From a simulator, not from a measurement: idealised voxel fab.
Herein follows the process module entitled voxel gate over fins.
Shown is cross-section cut, with a width of 245 nm and square cells of size 5 nm.
Cross-section = grid of square cells, listed top down in bands; band = one or more rows. The band entry comprises the height of the band's top followed by the height of its bottom, expressed in nm, and subsequently the band's materials from left to right, each stated together with its width in nm. Where a single material is marked with the word "edge to edge", that material fills the band from edge to edge. The word "empty" represents empty space. Measure heights from 0. That's the level where, below it, the as-received wafer is all one material. The lowest band is bottomless and extends downward; write it as in "0 down". A width such as "30 to 40" changes by the same amount from each row of cells to the next, from the band's top row to its bottom row. For the purposes of this document, the phrase "no change" attached to a step denotes that no cell within the cross-section was modified by that step. You'll see "Closed void table" listing empty spaces that have no way open to the top, as long as they're 8 cells or more; the notation is width x height at distance, where the distance is from the left edge, and all of it is in nm. If you see something after the settings on a step's line, that's the simulator's own remark about that step. "overlay nm" on a masked step: distance the mask lay right of its planned place, negative for left.
Intended process steps
| 1 | RECEIVE: material Si |
| 2 | CONFORMAL_DEP: material SiN, thk nm 10 |
| 3 | PATTERN: tone cover, mask id FINS, material resist, width nm 15, pitch nm 50, thk nm 15, overlay nm 0 |
| 4 | DIRECTIONAL_ETCH: etch materials SiN, depth nm 5 |
| 5 | DIRECTIONAL_ETCH: etch materials Si, depth nm 40 |
| 6 | STRIP: etch materials resist |
| 7 | FILL_DEP: material SiO2, thk nm 10 |
| 8 | CMP: height nm 10 |
| 9 | PATTERN: tone open, mask id RAIL, material resist, width nm 15, thk nm 15, overlay nm 0 |
| 10 | DIRECTIONAL_ETCH: etch materials SiO2, depth nm 45 |
| 11 | STRIP: etch materials resist |
| 12 | CONFORMAL_DEP: material TiN, thk nm 5 |
| 13 | FILL_DEP: material W, thk nm 10 |
| 14 | CMP: height nm 10 |
| 15 | SELECTIVE_ETCH: etch materials W Ru TiN, depth nm 30 |
| 16 | FILL_DEP: material SiO2, thk nm 5 |
| 17 | CMP: height nm 10 |
| 18 | SELECTIVE_ETCH: etch materials SiO2, depth nm 20 |
| 19 | STRIP: etch materials SiN |
| 20 | CONFORMAL_DEP: material HfO2, thk nm 5 |
| 21 | CONFORMAL_DEP: material TiN, thk nm 5 |
| 22 | CONFORMAL_DEP: material TiAl, thk nm 5 |
| 23 | CONFORMAL_DEP: material TiN, thk nm 5 |
| 24 | FILL_DEP: material W, thk nm 10 |
| 25 | CMP: height nm 25 |
| 26 | CONFORMAL_DEP: material SiN, thk nm 10 |
All wafers enter the flow in the same state. The depth nm at step 4 differs from wafer to wafer, and the plan gives the value for the first wafer.
As-received state after step 1, first of several wafers, cross-section
  0 down: Si edge to edge
  Closed void table: none
End of the module, past its last step, step 26: how the first of several wafers looks in cross-section
  35 to 25: SiN edge to edge
  25 to 20: W edge to edge
  20 to 15: TiN edge to edge
  15 to 10: TiAl edge to edge
  10 to 5: TiN edge to edge
  5 to 0: HfO2 edge to edge
  0 down: Si edge to edge
  Closed void table: none
Last-wafer cross-section at the end of the module
  35 to 25: SiN edge to edge
  25 to 20: W edge to edge
  20 to 15: 45 W; 155 TiN; 45 W
  15 to 10: 45 W; 5 TiN; 45 TiAl; 5 TiN; 45 TiAl; 5 TiN; 45 TiAl; 5 TiN; 45 W
  10 to 5: 50 TiN; 5 TiAl; 35 TiN; 5 TiAl; 5 TiN; 5 TiAl; 35 TiN; 5 TiAl; 5 TiN; 5 TiAl; 35 TiN; 5 TiAl; 50 TiN
  5 to 0: 55 TiAl; 5 TiN; 25 HfO2; 5 TiN; 15 TiAl; 5 TiN; 25 HfO2; 5 TiN; 15 TiAl; 5 TiN; 25 HfO2; 5 TiN; 55 TiAl
  0 to -5: 60 TiN; 5 HfO2; 15 Si; 5 HfO2; 25 TiN; 5 HfO2; 15 Si; 5 HfO2; 25 TiN; 5 HfO2; 15 Si; 5 HfO2; 60 TiN
  -5 to -10: 65 HfO2; 15 Si; 35 HfO2; 15 Si; 35 HfO2; 15 Si; 65 HfO2
  -10 to -20: 65 SiO2; 15 Si; 35 SiO2; 15 Si; 35 SiO2; 15 Si; 65 SiO2
  -20 to -30: 65 SiO2; 15 Si; 10 SiO2; 5 TiN; 5 W; 5 TiN; 10 SiO2; 15 Si; 35 SiO2; 15 Si; 65 SiO2
  -30 to -35: 65 SiO2; 15 Si; 10 SiO2; 15 TiN; 10 SiO2; 15 Si; 35 SiO2; 15 Si; 65 SiO2
  -35 to -40: 65 SiO2; 15 Si; 35 SiO2; 15 Si; 35 SiO2; 15 Si; 65 SiO2
  -40 down: Si edge to edge
  Closed void table: none
Tabulated below, wafer by wafer, are the end-of-module results: for each material, the number of cells gained (+) or lost (-) relative to the as-received state, followed by the closed voids
depth nm 5, +49 HfO2, +98 SiN, +49 TiAl, +98 TiN, +49 W, Closed void table: none
depth nm 10, +61 HfO2, -320 Si, +98 SiN, +231 SiO2, +61 TiAl, +125 TiN, +87 W, Closed void table: none
depth nm 15, +61 HfO2, -320 Si, +98 SiN, +231 SiO2, +61 TiAl, +125 TiN, +87 W, Closed void table: none
depth nm 20, +61 HfO2, -320 Si, +98 SiN, +231 SiO2, +61 TiAl, +125 TiN, +87 W, Closed void table: none
depth nm 25, +61 HfO2, -320 Si, +98 SiN, +231 SiO2, +61 TiAl, +125 TiN, +87 W, Closed void table: none
